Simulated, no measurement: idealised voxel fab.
The process module presented herein is designated voxel gate over fins.
Square cell edge 5 nm, section width 165 nm, ID cut.
Cross-section = grid of square cells, listed top down in bands; band = one or more rows. Top height, bottom height, nm. Materials left to right, width each, nm. Single material + "throughout" = fills band edge to edge. "air" = empty. For the purposes of this specification, 0 denotes the height below which the wafer in its as-received condition is composed wholly of one material, and the lowermost band, lacking a lower limit, extends downward without end, as expressed in "0 nm and below". You'd read "30 to 40" like this: the band's top row of cells is as wide as the first number, its bottom row is as wide as the second, and going down, every row changes width by the same amount as the row before did. What does "no change" mean for a step? It means no cell of the cross-section changed in that step. Under "Closed internal voids" you'll find the enclosed gaps, the ones with no way out to the top, that are 8 cells or bigger; each reads width x height at distance, with distance counted from the left edge, everything in nm. Note: text after step settings on the step line = simulator remark on that step. The line of a step may include "overlay nm". On a step with a mask, this value is how far to the right of its planned place the mask lay. A negative value means the mask lay to the left.
So here's the lineup of process steps we planned:
- 1: RECEIVE, material Si
- 2: CONFORMAL_DEP, material SiN, thk nm 10
- 3: PATTERN, tone cover, mask id FINS, material resist, width nm 15, pitch nm 60, thk nm 20, overlay nm 0
- 4: DIRECTIONAL_ETCH, etch materials SiN, depth nm 10
- 5: DIRECTIONAL_ETCH, etch materials Si, depth nm 30
- 6: STRIP, etch materials resist
- 7: FILL_DEP, material SiO2, thk nm 10
- 8: CMP, height nm 10
- 9: DIRECTIONAL_DEP, material aC, thk nm 15
- 10: PATTERN, tone open, mask id RAIL, material resist, width nm 15, thk nm 30, overlay nm 0
- 11: DIRECTIONAL_ETCH, etch materials aC, depth nm 15
- 12: STRIP, etch materials resist
- 13: DIRECTIONAL_ETCH, etch materials SiO2, depth nm 35
- 14: STRIP, etch materials aC
- 15: CONFORMAL_DEP, material TiN, thk nm 5
- 16: FILL_DEP, material Ru, thk nm 10
- 17: CMP, height nm 10
- 18: SELECTIVE_ETCH, etch materials W Ru TiN, depth nm 30
- 19: FILL_DEP, material SiO2, thk nm 5
- 20: CMP, height nm 10
- 21: SELECTIVE_ETCH, etch materials SiO2, depth nm 20
- 22: STRIP, etch materials SiN
- 23: CONFORMAL_DEP, material HfO2, thk nm 5
- 24: CONFORMAL_DEP, material TiN, thk nm 5
- 25: FILL_DEP, material W, thk nm 10
- 26: CMP, height nm 15
- 27: CONFORMAL_DEP, material SiCN, thk nm 5
Delivered wafer in cross-section: state after step 1:
    0 nm and below: Si throughout
    Closed internal voids: none
Final cross-section, module run with one mistake (start and plan as above):
    20 nm to 15 nm: SiCN throughout
    15 nm to 10 nm: W throughout
    10 nm to 5 nm: W: 40; TiN: 35; W: 25; TiN: 35; W: 30
    5 nm to 0 nm: W: 40; TiN: 5; HfO2: 25; TiN: 5; W: 25; TiN: 5; HfO2: 25; TiN: 5; W: 30
    0 nm to -5 nm: TiN: 45; HfO2: 5; Si: 15; HfO2: 5; TiN: 35; HfO2: 5; Si: 15; HfO2: 5; TiN: 35
    -5 nm to -10 nm: HfO2: 50; Si: 15; HfO2: 45; Si: 15; HfO2: 40
    -10 nm to -20 nm: SiO2: 50; Si: 15; SiO2: 45; Si: 15; SiO2: 40
    -20 nm to -25 nm: SiO2: 50; Si: 15; SiO2: 10; TiN: 15; SiO2: 20; Si: 15; SiO2: 40
    -25 nm to -30 nm: SiO2: 50; Si: 15; SiO2: 45; Si: 15; SiO2: 40
    -30 nm and below: Si throughout
    Closed internal voids: none
So what did we get wrong on this run? note that step 3 departed from the planned setting and was carried out as PATTERN, tone cover, mask id FINS, material resist, width nm 15, pitch nm 60, thk nm 20, overlay nm 5
